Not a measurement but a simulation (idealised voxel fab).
Process module name: voxel self aligned vias
The width of the displayed cross-section, cut, is 225 nm; its cells are square, with a size of 5 nm.
Cross-section, as written here: a square-cell grid given band by band from the top down, where a band holds one or more rows of cells.
It is stipulated that each band's entry specify, in nanometres, the height of the top of the band and then that of its bottom, followed by the materials of the band in left-to-right sequence, each together with its width in nanometres. A single material marked by the word "throughout" is understood to fill the band from edge to edge; the word "blank" is understood to denote empty space.
Beneath 0, the wafer as received is one material, and that level is where height counting begins. The lowest band goes on downward without a bottom; it is written like "0..down".
The two numbers in a width such as "30->40" mark its ends across the band: the first belongs to the top row of cells, the second to the bottom row, and from each row to the next the width moves by the same amount.
Given "nothing changed" for a step, no cell of the cross-section differs between before and after that step.
Reported under the label "Enclosed void entries" are the empty spaces having no open way to the top and comprising 8 cells or more; the notation for each is width x height at distance, in which the distance is measured from the left edge and all three values are in nm.
On a step's line, text after the settings is the simulator commenting on that step.
overlay nm: step with mask; distance mask lay right of planned place; negative value = left of planned place.

-- Process steps foreseen in the plan
1) RECEIVE (material Si)
2) CONFORMAL_DEP (material SiO2; thk nm 10)
3) CONFORMAL_DEP (material SiCN; thk nm 5)
4) DIRECTIONAL_DEP (material lowk; thk nm 20)
5) DIRECTIONAL_DEP (material aC; thk nm 10)
6) PATTERN (tone open; mask id LINES; material resist; width nm 20; pitch nm 55; thk nm 25; overlay nm 0)
7) DIRECTIONAL_ETCH (etch materials aC; depth nm 10)
8) STRIP (etch materials resist)
9) DIRECTIONAL_ETCH (etch materials lowk; depth nm 20)
10) STRIP (etch materials aC)
11) CONFORMAL_DEP (material TiN; thk nm 5)
12) FILL_DEP (material Ru; thk nm 10)
13) CMP (height nm 35)
14) SELECTIVE_ETCH (etch materials W Ru TiN; depth nm 5)
15) FILL_DEP (material SiN; thk nm 10)
16) CMP (height nm 35)
17) DIRECTIONAL_DEP (material lowk; thk nm 15)
18) DIRECTIONAL_DEP (material aC; thk nm 10)
19) PATTERN (tone open; mask id VIAS; material resist; width nm 40; pitch nm 110; thk nm 25; overlay nm 0)
20) DIRECTIONAL_ETCH (etch materials aC; depth nm 10)
21) STRIP (etch materials resist)
22) DIRECTIONAL_ETCH (etch materials lowk; depth nm 15)
23) DIRECTIONAL_ETCH (etch materials SiN; depth nm 5)
24) STRIP (etch materials aC)
25) CONFORMAL_DEP (material TiN; thk nm 5)
26) FILL_DEP (material Ru; thk nm 10)
27) CMP (height nm 50)
28) CONFORMAL_DEP (material SiCN; thk nm 5)

-- First of two wafers, processed according to plan

-- Cross-section of the wafer at receipt, which is the condition after step 1
  0..down: Si throughout
  Enclosed void entries: none

-- Wafer after step 2 (cross-section)
  10..0: SiO2 throughout
  Whatever lies below 0 is exactly as it was before.

-- Wafer after step 3 (cross-section)
  15..10: SiCN throughout
  Whatever lies below 10 is exactly as it was before.

-- Wafer after step 4 (cross-section)
  35..15: lowk throughout
  Whatever lies below 15 is exactly as it was before.

-- Wafer after step 5 (cross-section)
  45..35: aC throughout
  Whatever lies below 35 is exactly as it was before.

-- Wafer after step 6 (cross-section)
  70..45: 45 resist | 20 blank | 35 resist | 20 blank | 35 resist | 20 blank | 50 resist
  Whatever lies below 45 is exactly as it was before.

-- Wafer after step 7 (cross-section)
  60..45: 45 resist | 20 blank | 35 resist | 20 blank | 35 resist | 20 blank | 50 resist
  45..35: 45 aC | 20 blank | 35 aC | 20 blank | 35 aC | 20 blank | 50 aC
  Whatever lies below 35 is exactly as it was before.

-- Wafer after step 8 (cross-section)
  45..35: 45 aC | 20 blank | 35 aC | 20 blank | 35 aC | 20 blank | 50 aC
  Whatever lies below 35 is exactly as it was before.

-- Wafer after step 9 (cross-section)
  45..35: 45 aC | 20 blank | 35 aC | 20 blank | 35 aC | 20 blank | 50 aC
  35..15: 45 lowk | 20 blank | 35 lowk | 20 blank | 35 lowk | 20 blank | 50 lowk
  Whatever lies below 15 is exactly as it was before.

-- Wafer after step 10 (cross-section)
  35..15: 45 lowk | 20 blank | 35 lowk | 20 blank | 35 lowk | 20 blank | 50 lowk
  Whatever lies below 15 is exactly as it was before.

-- Wafer after step 11 (cross-section)
  40..35: 50 TiN | 10 blank | 45 TiN | 10 blank | 45 TiN | 10 blank | 55 TiN
  35..20: 45 lowk | 5 TiN | 10 blank | 5 TiN | 35 lowk | 5 TiN | 10 blank | 5 TiN | 35 lowk | 5 TiN | 10 blank | 5 TiN | 50 lowk
  20..15: 45 lowk | 20 TiN | 35 lowk | 20 TiN | 35 lowk | 20 TiN | 50 lowk
  Whatever lies below 15 is exactly as it was before.

-- Wafer after step 12 (cross-section)
  50..40: Ru throughout
  40..35: 50 TiN | 10 Ru | 45 TiN | 10 Ru | 45 TiN | 10 Ru | 55 TiN
  35..20: 45 lowk | 5 TiN | 10 Ru | 5 TiN | 35 lowk | 5 TiN | 10 Ru | 5 TiN | 35 lowk | 5 TiN | 10 Ru | 5 TiN | 50 lowk
  Whatever lies below 20 is exactly as it was before.

-- Wafer after step 13 (cross-section)
  35..20: 45 lowk | 5 TiN | 10 Ru | 5 TiN | 35 lowk | 5 TiN | 10 Ru | 5 TiN | 35 lowk | 5 TiN | 10 Ru | 5 TiN | 50 lowk
  Whatever lies below 20 is exactly as it was before.

-- Wafer after step 14 (cross-section)
  35..30: 45 lowk | 20 blank | 35 lowk | 20 blank | 35 lowk | 20 blank | 50 lowk
  Whatever lies below 30 is exactly as it was before.

-- Wafer after step 15 (cross-section)
  45..35: SiN throughout
  35..30: 45 lowk | 20 SiN | 35 lowk | 20 SiN | 35 lowk | 20 SiN | 50 lowk
  Whatever lies below 30 is exactly as it was before.

-- Wafer after step 16 (cross-section)
  35..30: 45 lowk | 20 SiN | 35 lowk | 20 SiN | 35 lowk | 20 SiN | 50 lowk
  Whatever lies below 30 is exactly as it was before.

-- Wafer after step 17 (cross-section)
  50..35: lowk throughout
  Whatever lies below 35 is exactly as it was before.

-- Wafer after step 18 (cross-section)
  60..50: aC throughout
  Whatever lies below 50 is exactly as it was before.

-- Wafer after step 19 (cross-section)
  85..60: 35 resist | 40 blank | 70 resist | 40 blank | 40 resist
  Whatever lies below 60 is exactly as it was before.

-- Wafer after step 20 (cross-section)
  75..60: 35 resist | 40 blank | 70 resist | 40 blank | 40 resist
  60..50: 35 aC | 40 blank | 70 aC | 40 blank | 40 aC
  Whatever lies below 50 is exactly as it was before.

-- Wafer after step 21 (cross-section)
  60..50: 35 aC | 40 blank | 70 aC | 40 blank | 40 aC
  Whatever lies below 50 is exactly as it was before.

-- Wafer after step 22 (cross-section)
  60..50: 35 aC | 40 blank | 70 aC | 40 blank | 40 aC
  50..35: 35 lowk | 40 blank | 70 lowk | 40 blank | 40 lowk
  Whatever lies below 35 is exactly as it was before.

-- Wafer after step 23 (cross-section)
  60..50: 35 aC | 40 blank | 70 aC | 40 blank | 40 aC
  50..35: 35 lowk | 40 blank | 70 lowk | 40 blank | 40 lowk
  35..30: 45 lowk | 20 blank | 35 lowk | 20 SiN | 35 lowk | 20 blank | 50 lowk
  Whatever lies below 30 is exactly as it was before.

-- Wafer after step 24 (cross-section)
  50..35: 35 lowk | 40 blank | 70 lowk | 40 blank | 40 lowk
  Whatever lies below 35 is exactly as it was before.

-- Wafer after step 25 (cross-section)
  55..50: 40 TiN | 30 blank | 80 TiN | 30 blank | 45 TiN
  50..40: 35 lowk | 5 TiN | 30 blank | 5 TiN | 70 lowk | 5 TiN | 30 blank | 5 TiN | 40 lowk
  40..35: 35 lowk | 15 TiN | 10 blank | 15 TiN | 70 lowk | 15 TiN | 10 blank | 15 TiN | 40 lowk
  35..30: 45 lowk | 20 TiN | 35 lowk | 20 SiN | 35 lowk | 20 TiN | 50 lowk
  Whatever lies below 30 is exactly as it was before.

-- Wafer after step 26 (cross-section)
  65..55: Ru throughout
  55..50: 40 TiN | 30 Ru | 80 TiN | 30 Ru | 45 TiN
  50..40: 35 lowk | 5 TiN | 30 Ru | 5 TiN | 70 lowk | 5 TiN | 30 Ru | 5 TiN | 40 lowk
  40..35: 35 lowk | 15 TiN | 10 Ru | 15 TiN | 70 lowk | 15 TiN | 10 Ru | 15 TiN | 40 lowk
  Whatever lies below 35 is exactly as it was before.

-- Wafer after step 27 (cross-section)
  50..40: 35 lowk | 5 TiN | 30 Ru | 5 TiN | 70 lowk | 5 TiN | 30 Ru | 5 TiN | 40 lowk
  Whatever lies below 40 is exactly as it was before.

-- Wafer after step 28 (cross-section)
  55..50: SiCN throughout
  Whatever lies below 50 is exactly as it was before.

-- The second wafer was prepared from the same starting point and under the same plan as the first; its processing contained one mistake, and it remains indistinguishable from the first wafer up to and including step 26

Cross-section of the second wafer at the time by which step 27 should have been completed according to the plan: nothing changed

-- Cross-section of the second wafer at the time by which step 28 should have been completed according to the plan
  70..65: SiCN throughout
  Whatever lies below 65 is exactly as it was before.
What was done differently from what was planned? step 27 of the plan did not run at all; it was left out
Final comparison by cell count, materials where the second wafer has more or fewer than the first: Ru +102; TiN +33
